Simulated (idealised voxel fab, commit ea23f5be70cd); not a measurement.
The document below concerns the process module designated voxel wiring stack.
Square cell edge 5 nm, section width 180 nm, ID cut.
If you're reading a cross-section in this doc, picture square cells in a grid; it comes to you as bands, top ones listed first down to the bottom, and a band can be one or more rows of cells.
Top height, bottom height, nm. Materials left to right, width each, nm. Single material + "throughout" = fills band edge to edge. "blank" = empty.
Convention: height 0 is the level below which the wafer, as received, is all one material. The lowest band does not terminate at the bottom but continues downward, represented as "0 nm and below".
It should be noted that a width expressed as "30..40" varies in equal increments from row to row of cells within the band, taking the value of the first number at the top row and that of the second number at the bottom row.
Any step labelled "remained unchanged" changed none of the cells in the cross-section.
If an empty space has no open way to the top and is at least 8 cells in size, "Enclosed void listing" lists it, written width x height at distance, where distance is measured from the left edge and every value is in nm.
On each step's line, the part that comes after the settings is the simulator's own comment on the step.
overlay nm: where the mask lay relative to plan, measured to the right, on steps with a mask; negatives go left.
Steps in the process plan
1 RECEIVE, material Si
2 CONFORMAL_DEP, material SiO2, thk nm 10
3 DIRECTIONAL_DEP, material TiN, thk nm 5
4 DIRECTIONAL_DEP, material Ru, thk nm 15
5 MASKED_ETCH, tone cover, mask id METAL_1, width nm 30, pitch nm 50, etch materials Ru, depth nm 15, overlay nm 0
6 MASKED_ETCH, tone cover, mask id METAL_1, width nm 30, pitch nm 50, etch materials TiN, depth nm 5, overlay nm 0
7 CONFORMAL_DEP, material SiCN, thk nm 5
8 FILL_DEP, material SiO2, thk nm 10
9 CMP, height nm 30
10 CONFORMAL_DEP, material SiCN, thk nm 5
11 DIRECTIONAL_DEP, material SiO2, thk nm 30
12 MASKED_ETCH, tone open, mask id METAL_2_HOLES, width nm 15, pitch nm 50, etch materials SiO2, depth nm 30, overlay nm 0
13 PATTERN, tone open, mask id METAL_2, material resist, width nm 30, pitch nm 50, thk nm 20, overlay nm 0
14 DIRECTIONAL_ETCH, etch materials SiO2, depth nm 20
15 DIRECTIONAL_ETCH, etch materials SiCN, depth nm 5
16 STRIP, etch materials resist
17 CONFORMAL_DEP, material TiN, thk nm 5
18 FILL_DEP, material Ru, thk nm 5
19 CMP, height nm 65
20 CONFORMAL_DEP, material SiCN, thk nm 5
21 DIRECTIONAL_DEP, material SiO2, thk nm 25
22 PATTERN, tone open, mask id METAL_3, material resist, width nm 30, pitch nm 50, thk nm 20, overlay nm 0
23 DIRECTIONAL_ETCH, etch materials SiO2, depth nm 15
24 STRIP, etch materials resist
25 MASKED_ETCH, tone open, mask id METAL_3_HOLES, width nm 15, etch materials SiO2, depth nm 10, overlay nm 0
26 MASKED_ETCH, tone open, mask id METAL_3_HOLES, width nm 15, etch materials SiCN, depth nm 5, overlay nm 0
27 CONFORMAL_DEP, material TiN, thk nm 5
28 FILL_DEP, material Ru, thk nm 10
29 CMP, height nm 95
30 CONFORMAL_DEP, material SiCN, thk nm 5
31 DIRECTIONAL_DEP, material lowk, thk nm 35
32 MASKED_ETCH, tone open, mask id METAL_4, width nm 30, pitch nm 50, etch materials lowk, depth nm 20, overlay nm 0
33 MASKED_ETCH, tone open, mask id METAL_4_HOLES, width nm 15, pitch nm 50, etch materials lowk, depth nm 15, overlay nm 0
34 MASKED_ETCH, tone open, mask id METAL_4_HOLES, width nm 15, pitch nm 50, etch materials SiCN, depth nm 5, overlay nm 0
35 CONFORMAL_DEP, material TiN, thk nm 5
36 FILL_DEP, material Ru, thk nm 5
37 CMP, height nm 135
38 CONFORMAL_DEP, material SiCN, thk nm 5
Cross-sectional view of the wafer in its as-received condition, corresponding to the state after step 1
* 0 nm and below = Si throughout
* Enclosed void listing: none
End-of-module XS, first of two wafers, run as planned
* 140 nm to 135 nm = SiCN throughout
* 135 nm to 120 nm = 50 of lowk, 5 of TiN, 20 of Ru, 5 of TiN, 20 of lowk, 5 of TiN, 20 of Ru, 5 of TiN, 50 of lowk
* 120 nm to 115 nm = 50 of lowk, 5 of TiN, 5 of Ru, 20 of TiN, 20 of lowk, 5 of TiN, 5 of Ru, 20 of TiN, 50 of lowk
* 115 nm to 100 nm = 50 of lowk, 5 of TiN, 5 of Ru, 5 of TiN, 35 of lowk, 5 of TiN, 5 of Ru, 5 of TiN, 65 of lowk
* 100 nm to 95 nm = 50 of SiCN, 15 of TiN, 35 of SiCN, 15 of TiN, 65 of SiCN
* 95 nm to 85 nm = 50 of SiO2, 5 of TiN, 20 of Ru, 5 of TiN, 20 of SiO2, 5 of TiN, 20 of Ru, 5 of TiN, 50 of SiO2
* 85 nm to 80 nm = 50 of SiO2, 5 of TiN, 5 of Ru, 20 of TiN, 20 of SiO2, 30 of TiN, 50 of SiO2
* 80 nm to 70 nm = 50 of SiO2, 5 of TiN, 5 of Ru, 5 of TiN, 115 of SiO2
* 70 nm to 65 nm = 50 of SiCN, 15 of TiN, 115 of SiCN
* 65 nm to 50 nm = 50 of SiO2, 5 of TiN, 20 of Ru, 5 of TiN, 20 of SiO2, 5 of TiN, 20 of Ru, 5 of TiN, 50 of SiO2
* 50 nm to 45 nm = 50 of SiO2, 5 of TiN, 5 of Ru, 20 of TiN, 20 of SiO2, 5 of TiN, 5 of Ru, 20 of TiN, 50 of SiO2
* 45 nm to 35 nm = 50 of SiO2, 5 of TiN, 5 of Ru, 5 of TiN, 35 of SiO2, 5 of TiN, 5 of Ru, 5 of TiN, 65 of SiO2
* 35 nm to 30 nm = 50 of SiCN, 15 of TiN, 35 of SiCN, 15 of TiN, 65 of SiCN
* 30 nm to 15 nm = 45 of SiO2, 5 of SiCN, 30 of Ru, 5 of SiCN, 10 of SiO2, 5 of SiCN, 30 of Ru, 5 of SiCN, 45 of SiO2
* 15 nm to 10 nm = 50 of SiCN, 30 of TiN, 20 of SiCN, 30 of TiN, 50 of SiCN
* 10 nm to 0 nm = SiO2 throughout
* 0 nm and below = Si throughout
* Enclosed void listing: none
Second wafer through the module, sectioned at the end: same beginning and same plan as the first wafer, with one mistake in carrying it out
* 140 nm to 135 nm = SiCN throughout
* 135 nm to 120 nm = 50 of lowk, 5 of TiN, 20 of Ru, 5 of TiN, 20 of lowk, 5 of TiN, 20 of Ru, 5 of TiN, 50 of lowk
* 120 nm to 115 nm = 50 of lowk, 5 of TiN, 5 of Ru, 20 of TiN, 20 of lowk, 5 of TiN, 5 of Ru, 20 of TiN, 50 of lowk
* 115 nm to 100 nm = 50 of lowk, 5 of TiN, 5 of Ru, 5 of TiN, 35 of lowk, 5 of TiN, 5 of Ru, 5 of TiN, 65 of lowk
* 100 nm to 95 nm = 50 of SiCN, 15 of TiN, 35 of SiCN, 15 of TiN, 65 of SiCN
* 95 nm to 85 nm = 50 of SiO2, 5 of TiN, 20 of Ru, 5 of TiN, 20 of SiO2, 5 of TiN, 20 of Ru, 5 of TiN, 50 of SiO2
* 85 nm to 80 nm = 50 of SiO2, 5 of TiN, 5 of Ru, 20 of TiN, 20 of SiO2, 30 of TiN, 50 of SiO2
* 80 nm to 70 nm = 50 of SiO2, 5 of TiN, 5 of Ru, 5 of TiN, 115 of SiO2
* 70 nm to 65 nm = 50 of SiCN, 15 of TiN, 115 of SiCN
* 65 nm to 50 nm = 50 of SiO2, 5 of TiN, 20 of Ru, 5 of TiN, 20 of SiO2, 5 of TiN, 20 of Ru, 5 of TiN, 50 of SiO2
* 50 nm to 45 nm = 50 of SiO2, 5 of TiN, 5 of Ru, 20 of TiN, 20 of SiO2, 5 of TiN, 5 of Ru, 20 of TiN, 50 of SiO2
* 45 nm to 35 nm = 50 of SiO2, 5 of TiN, 5 of Ru, 5 of TiN, 35 of SiO2, 5 of TiN, 5 of Ru, 5 of TiN, 65 of SiO2
* 35 nm to 30 nm = 50 of SiCN, 15 of TiN, 35 of SiCN, 15 of TiN, 65 of SiCN
* 30 nm to 20 nm = 50 of Ru, 5 of SiCN, 20 of SiO2, 5 of SiCN, 20 of Ru, 5 of SiCN, 20 of SiO2, 5 of SiCN, 50 of Ru
* 20 nm to 15 nm = 50 of Ru, 30 of SiCN, 20 of Ru, 30 of SiCN, 50 of Ru
* 15 nm to 10 nm = TiN throughout
* 10 nm to 0 nm = SiO2 throughout
* 0 nm and below = Si throughout
* Enclosed void listing: none
Want to know what went wrong? not per plan at step 5, really ran MASKED_ETCH, tone open, mask id METAL_1, width nm 30, pitch nm 50, etch materials Ru, depth nm 15, overlay nm 0
Upon completion, the second wafer contains, in terms of cells, a greater or smaller amount of certain materials than the first wafer: Ru: 36 more | SiCN: 16 fewer | SiO2: 44 fewer | TiN: 24 more
